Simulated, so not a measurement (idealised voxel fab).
Title: Process Module voxel capacitor over wiring
Shown is cross-section cut, with a width of 215 nm and square cells of size 5 nm.
Bands, listed from the top down, are how a cross-section gets written in this document; the cross-section itself is a grid of square cells, and a band is one or more rows of them. The band entry comprises the height of the band's top followed by the height of its bottom, expressed in nm, and subsequently the band's materials from left to right, each stated together with its width in nm. Where a single material is marked with the word "all across", that material fills the band from edge to edge. The word "air" represents empty space. Below 0: as-received wafer, all one material; heights counted from there. Lowest band: no bottom, goes on down, written "0 nm and below". So if you see something like "30 to 40" for the width, read it as the top row of the band sitting at the first number and the bottom row at the second, with every row in between moving by the same amount as the last. You'll sometimes find "no change occurred" written for a step, and that's the way of saying that nowhere in the cross-section did a cell change during that step. Empty spaces counting at least 8 cells and having no open way to the top are listed in "Closed voids list". The notation width x height at distance is used for each, the distance being from the left edge and all three values in nm. It should be noted that, on the line of a given step, the content following the step's settings is a remark produced by the simulator itself with respect to that step. If you see "overlay nm" on a step's line and that step has a mask, it's telling you how far right of where it was planned the mask ended up; a negative number means it went left instead.
Below is the list of planned process steps:
| 1 | RECEIVE (material Si) |
| 2 | CONFORMAL_DEP (material SiO2; thk nm 10) |
| 3 | CONFORMAL_DEP (material SiN; thk nm 5) |
| 4 | DIRECTIONAL_DEP (material lowk; thk nm 15) |
| 5 | MASKED_ETCH (tone open; mask id METAL_1; width nm 30; pitch nm 100; etch materials lowk; depth nm 15; overlay nm 0) |
| 6 | MASKED_ETCH (tone open; mask id METAL_1; width nm 30; pitch nm 100; etch materials SiN; depth nm 5; overlay nm 0) |
| 7 | CONFORMAL_DEP (material TiN; thk nm 5) |
| 8 | FILL_DEP (material Cu; thk nm 10) |
| 9 | CMP (height nm 30) |
| 10 | CONFORMAL_DEP (material SiCN; thk nm 5) |
| 11 | DIRECTIONAL_DEP (material SiO2; thk nm 15) |
| 12 | DIRECTIONAL_DEP (material aC; thk nm 15) |
| 13 | PATTERN (tone open; mask id PLUG_1; material resist; width nm 15; thk nm 30; overlay nm 0) |
| 14 | DIRECTIONAL_ETCH (etch materials aC; depth nm 15) |
| 15 | STRIP (etch materials resist) |
| 16 | DIRECTIONAL_ETCH (etch materials SiO2; depth nm 15) |
| 17 | DIRECTIONAL_ETCH (etch materials SiCN; depth nm 5) |
| 18 | STRIP (etch materials aC) |
| 19 | CONFORMAL_DEP (material TiN; thk nm 5) |
| 20 | FILL_DEP (material Cu; thk nm 5) |
| 21 | CMP (height nm 50) |
| 22 | DIRECTIONAL_DEP (material TiN; thk nm 10) |
| 23 | DIRECTIONAL_DEP (material HfO2; thk nm 5) |
| 24 | DIRECTIONAL_DEP (material TiN; thk nm 5) |
| 25 | DIRECTIONAL_DEP (material aC; thk nm 10) |
| 26 | PATTERN (tone cover; mask id UPPER_PLATE; material resist; width nm 75; thk nm 30; overlay nm 0) |
| 27 | DIRECTIONAL_ETCH (etch materials aC; depth nm 10) |
| 28 | STRIP (etch materials resist) |
| 29 | DIRECTIONAL_ETCH (etch materials TiN; depth nm 5) |
| 30 | DIRECTIONAL_ETCH (etch materials HfO2; depth nm 5) |
| 31 | STRIP (etch materials aC) |
| 32 | DIRECTIONAL_DEP (material aC; thk nm 10) |
| 33 | PATTERN (tone cover; mask id LOWER_PLATE; material resist; width nm 85; thk nm 25; overlay nm 0) |
| 34 | DIRECTIONAL_ETCH (etch materials aC; depth nm 10) |
| 35 | STRIP (etch materials resist) |
| 36 | DIRECTIONAL_ETCH (etch materials TiN; depth nm 10) |
| 37 | STRIP (etch materials aC) |
| 38 | FILL_DEP (material SiO2; thk nm 15) |
| 39 | CMP (height nm 80) |
| 40 | PATTERN (tone open; mask id PLUG_2; material resist; width nm 15; thk nm 15; overlay nm 0) |
| 41 | DIRECTIONAL_ETCH (etch materials SiO2; depth nm 10) |
| 42 | STRIP (etch materials resist) |
| 43 | CONFORMAL_DEP (material TiN; thk nm 5) |
| 44 | FILL_DEP (material W; thk nm 10) |
| 45 | CMP (height nm 80) |
| 46 | CONFORMAL_DEP (material SiCN; thk nm 5) |
Cross-section of the wafer at receipt, which is the condition after step 1:
* 0 nm and below | Si all across
* Closed voids list: none
Cross-section: first of two wafers, module finished, run according to plan:
* 85 nm to 80 nm | SiCN all across
* 80 nm to 75 nm | SiO2: 65 / TiN: 5 / W: 5 / TiN: 5 / SiO2: 135
* 75 nm to 65 nm | SiO2: 65 to 55 / TiN: 15 to 75 / SiO2: 135 to 85
* 65 nm to 60 nm | SiO2: 55 / HfO2: 75 / SiO2: 85
* 60 nm to 50 nm | SiO2: 50 / TiN: 85 / SiO2: 80
* 50 nm to 35 nm | SiO2: 55 / TiN: 5 / Cu: 5 / TiN: 5 / SiO2: 145
* 35 nm to 30 nm | SiCN: 55 / TiN: 15 / SiCN: 145
* 30 nm to 15 nm | lowk: 40 / TiN: 5 / Cu: 20 / TiN: 5 / lowk: 70 / TiN: 5 / Cu: 20 / TiN: 5 / lowk: 45
* 15 nm to 10 nm | SiN: 40 / TiN: 30 / SiN: 70 / TiN: 30 / SiN: 45
* 10 nm to 0 nm | SiO2 all across
* 0 nm and below | Si all across
* Closed voids list: none
Second wafer at the end: like start, like plan, one mistake:
* 85 nm to 80 nm | SiCN all across
* 80 nm to 75 nm | SiO2: 65 / TiN: 5 / W: 5 / TiN: 5 / SiO2: 135
* 75 nm to 70 nm | SiO2: 65 / TiN: 15 / SiO2: 135
* 70 nm to 65 nm | SiO2 all across
* 65 nm to 60 nm | SiO2: 55 / TiN: 75 / SiO2: 85
* 60 nm to 50 nm | SiO2: 50 / TiN: 85 / SiO2: 80
* 50 nm to 35 nm | SiO2: 55 / TiN: 5 / Cu: 5 / TiN: 5 / SiO2: 145
* 35 nm to 30 nm | SiCN: 55 / TiN: 15 / SiCN: 145
* 30 nm to 15 nm | lowk: 40 / TiN: 5 / Cu: 20 / TiN: 5 / lowk: 70 / TiN: 5 / Cu: 20 / TiN: 5 / lowk: 45
* 15 nm to 10 nm | SiN: 40 / TiN: 30 / SiN: 70 / TiN: 30 / SiN: 45
* 10 nm to 0 nm | SiO2 all across
* 0 nm and below | Si all across
* Closed voids list: none
Misprocessing identified: plan step 23: skipped, not run
Heads up, by the end the second wafer has more or fewer cells of some materials compared to the first: 15 fewer of HfO2 | 15 more of SiO2
